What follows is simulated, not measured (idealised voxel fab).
The document below concerns the process module designated voxel spacer lines.
Square cell edge 5 nm, section width 280 nm, ID cut.
We lay out every cross-section as a grid of square cells and spell it out in bands from the top down, where one band means one or more rows of cells. It is stipulated that each band's entry specify, in nanometres, the height of the top of the band and then that of its bottom, followed by the materials of the band in left-to-right sequence, each together with its width in nanometres. A single material marked by the word "all across" is understood to fill the band from edge to edge; the word "air" is understood to denote empty space. Zero point of the height axis is 0; under it, received wafer = one material. Lowest band: continues down indefinitely, "0..down". Top row gets the first number, bottom row gets the second, and each row in between changes by the same step: that is how a band width like "30->40" works. You'll sometimes find "everything unchanged" written for a step, and that's the way of saying that nowhere in the cross-section did a cell change during that step. "Fully sealed cavities": empty spaces of 8 cells or more with no open way to the top, each given as width x height at distance, distance from the left edge, all in nm. Where a step's line continues beyond its settings, the continuation is a remark by the simulator itself on that step. A step line may carry the setting "overlay nm", which, for steps involving a mask, states the distance by which the mask lay to the right of its intended position; negative values denote displacement to the left.

BELOW IS THE LIST OF PLANNED PROCESS STEPS
1,op RECEIVE | material Si
2,op CONFORMAL_DEP | material Al2O3 | thk nm 5
3,op DIRECTIONAL_DEP | material SiN | thk nm 20
4,op DIRECTIONAL_DEP | material polySi | thk nm 25
5,op PATTERN | tone cover | mask id MANDREL | material resist | width nm 20 | pitch nm 60 | thk nm 30 | overlay nm 0
6,op DIRECTIONAL_ETCH | etch materials polySi | depth nm 25
7,op STRIP | etch materials resist
8,op CONFORMAL_DEP | material SiO2 | thk nm 10
9,op DIRECTIONAL_ETCH | etch materials SiO2 | depth nm 10
10,op STRIP | etch materials polySi
11,op DIRECTIONAL_ETCH | etch materials SiN | depth nm 20
12,op STRIP | etch materials SiO2

THE FIRST OF TWO WAFERS, RUN AS PLANNED

CROSS-SECTION OF THE INCOMING WAFER, STATE AFTER STEP 1
	0..down: Si all across
	Fully sealed cavities: none

YOU'RE LOOKING AT A CROSS-SECTION OF THE WAFER AFTER STEP 2
	5..0: Al2O3 all across
	Nothing below the height 0 has changed.

YOU'RE LOOKING AT A CROSS-SECTION OF THE WAFER AFTER STEP 3
	25..5: SiN all across
	Nothing below the height 5 has changed.

YOU'RE LOOKING AT A CROSS-SECTION OF THE WAFER AFTER STEP 4
	50..25: polySi all across
	Nothing below the height 25 has changed.

YOU'RE LOOKING AT A CROSS-SECTION OF THE WAFER AFTER STEP 5
	80..50: air=70, then resist=20, then air=40, then resist=20, then air=40, then resist=20, then air=70
	Nothing below the height 50 has changed.

YOU'RE LOOKING AT A CROSS-SECTION OF THE WAFER AFTER STEP 6
	80..50: air=70, then resist=20, then air=40, then resist=20, then air=40, then resist=20, then air=70
	50..25: air=70, then polySi=20, then air=40, then polySi=20, then air=40, then polySi=20, then air=70
	Nothing below the height 25 has changed.

YOU'RE LOOKING AT A CROSS-SECTION OF THE WAFER AFTER STEP 7
	50..25: air=70, then polySi=20, then air=40, then polySi=20, then air=40, then polySi=20, then air=70
	Nothing below the height 25 has changed.

YOU'RE LOOKING AT A CROSS-SECTION OF THE WAFER AFTER STEP 8
	60..50: air=60, then SiO2=40, then air=20, then SiO2=40, then air=20, then SiO2=40, then air=60
	50..35: air=60, then SiO2=10, then polySi=20, then SiO2=10, then air=20, then SiO2=10, then polySi=20, then SiO2=10, then air=20, then SiO2=10, then polySi=20, then SiO2=10, then air=60
	35..25: SiO2=70, then polySi=20, then SiO2=40, then polySi=20, then SiO2=40, then polySi=20, then SiO2=70
	Nothing below the height 25 has changed.

YOU'RE LOOKING AT A CROSS-SECTION OF THE WAFER AFTER STEP 9
	50..25: air=60, then SiO2=10, then polySi=20, then SiO2=10, then air=20, then SiO2=10, then polySi=20, then SiO2=10, then air=20, then SiO2=10, then polySi=20, then SiO2=10, then air=60
	Nothing below the height 25 has changed.

YOU'RE LOOKING AT A CROSS-SECTION OF THE WAFER AFTER STEP 10
	50..25: air=60, then SiO2=10, then air=20, then SiO2=10, then air=20, then SiO2=10, then air=20, then SiO2=10, then air=20, then SiO2=10, then air=20, then SiO2=10, then air=60
	Nothing below the height 25 has changed.

YOU'RE LOOKING AT A CROSS-SECTION OF THE WAFER AFTER STEP 11
	50..25: air=60, then SiO2=10, then air=20, then SiO2=10, then air=20, then SiO2=10, then air=20, then SiO2=10, then air=20, then SiO2=10, then air=20, then SiO2=10, then air=60
	25..5: air=60, then SiN=10, then air=20, then SiN=10, then air=20, then SiN=10, then air=20, then SiN=10, then air=20, then SiN=10, then air=20, then SiN=10, then air=60
	Nothing below the height 5 has changed.

YOU'RE LOOKING AT A CROSS-SECTION OF THE WAFER AFTER STEP 12
	25..5: air=60, then SiN=10, then air=20, then SiN=10, then air=20, then SiN=10, then air=20, then SiN=10, then air=20, then SiN=10, then air=20, then SiN=10, then air=60
	Nothing below the height 5 has changed.

WAFER TWO: LIKE WAFER ONE IN START AND PLAN, BUT WITH ONE MISTAKE IN EXECUTION; IDENTICAL UP TO AND INCLUDING STEP 2

CROSS-SECTION OF THE SECOND WAFER AT THE TIME BY WHICH STEP 3 SHOULD HAVE BEEN COMPLETED ACCORDING TO THE PLAN
	25..0: Al2O3 all across
	Nothing below the height 0 has changed.

CROSS-SECTION OF THE SECOND WAFER AT THE TIME BY WHICH STEP 4 SHOULD HAVE BEEN COMPLETED ACCORDING TO THE PLAN
	50..25: polySi all across
	Nothing below the height 25 has changed.

CROSS-SECTION OF THE SECOND WAFER AT THE TIME BY WHICH STEP 5 SHOULD HAVE BEEN COMPLETED ACCORDING TO THE PLAN
	80..50: air=70, then resist=20, then air=40, then resist=20, then air=40, then resist=20, then air=70
	Nothing below the height 50 has changed.

CROSS-SECTION OF THE SECOND WAFER AT THE TIME BY WHICH STEP 6 SHOULD HAVE BEEN COMPLETED ACCORDING TO THE PLAN
	80..50: air=70, then resist=20, then air=40, then resist=20, then air=40, then resist=20, then air=70
	50..25: air=70, then polySi=20, then air=40, then polySi=20, then air=40, then polySi=20, then air=70
	Nothing below the height 25 has changed.

CROSS-SECTION OF THE SECOND WAFER AT THE TIME BY WHICH STEP 7 SHOULD HAVE BEEN COMPLETED ACCORDING TO THE PLAN
	50..25: air=70, then polySi=20, then air=40, then polySi=20, then air=40, then polySi=20, then air=70
	Nothing below the height 25 has changed.

CROSS-SECTION OF THE SECOND WAFER AT THE TIME BY WHICH STEP 8 SHOULD HAVE BEEN COMPLETED ACCORDING TO THE PLAN
	60..50: air=60, then SiO2=40, then air=20, then SiO2=40, then air=20, then SiO2=40, then air=60
	50..35: air=60, then SiO2=10, then polySi=20, then SiO2=10, then air=20, then SiO2=10, then polySi=20, then SiO2=10, then air=20, then SiO2=10, then polySi=20, then SiO2=10, then air=60
	35..25: SiO2=70, then polySi=20, then SiO2=40, then polySi=20, then SiO2=40, then polySi=20, then SiO2=70
	Nothing below the height 25 has changed.

CROSS-SECTION OF THE SECOND WAFER AT THE TIME BY WHICH STEP 9 SHOULD HAVE BEEN COMPLETED ACCORDING TO THE PLAN
	50..25: air=60, then SiO2=10, then polySi=20, then SiO2=10, then air=20, then SiO2=10, then polySi=20, then SiO2=10, then air=20, then SiO2=10, then polySi=20, then SiO2=10, then air=60
	Nothing below the height 25 has changed.

CROSS-SECTION OF THE SECOND WAFER AT THE TIME BY WHICH STEP 10 SHOULD HAVE BEEN COMPLETED ACCORDING TO THE PLAN
	50..25: air=60, then SiO2=10, then air=20, then SiO2=10, then air=20, then SiO2=10, then air=20, then SiO2=10, then air=20, then SiO2=10, then air=20, then SiO2=10, then air=60
	Nothing below the height 25 has changed.

Cross-section of the second wafer at the time by which step 11 should have been completed according to the plan: everything unchanged

CROSS-SECTION OF THE SECOND WAFER AT THE TIME BY WHICH STEP 12 SHOULD HAVE BEEN COMPLETED ACCORDING TO THE PLAN
	25..0: Al2O3 all across
	Nothing below the height 0 has changed.
Which mistake was made when the wafer was run? planned and actual differ for step 3; actual: op DIRECTIONAL_DEP | material Al2O3 | thk nm 20
Counted in cells at the end, the second wafer holds more or fewer of these materials than the first: +224 Al2O3; -48 SiN
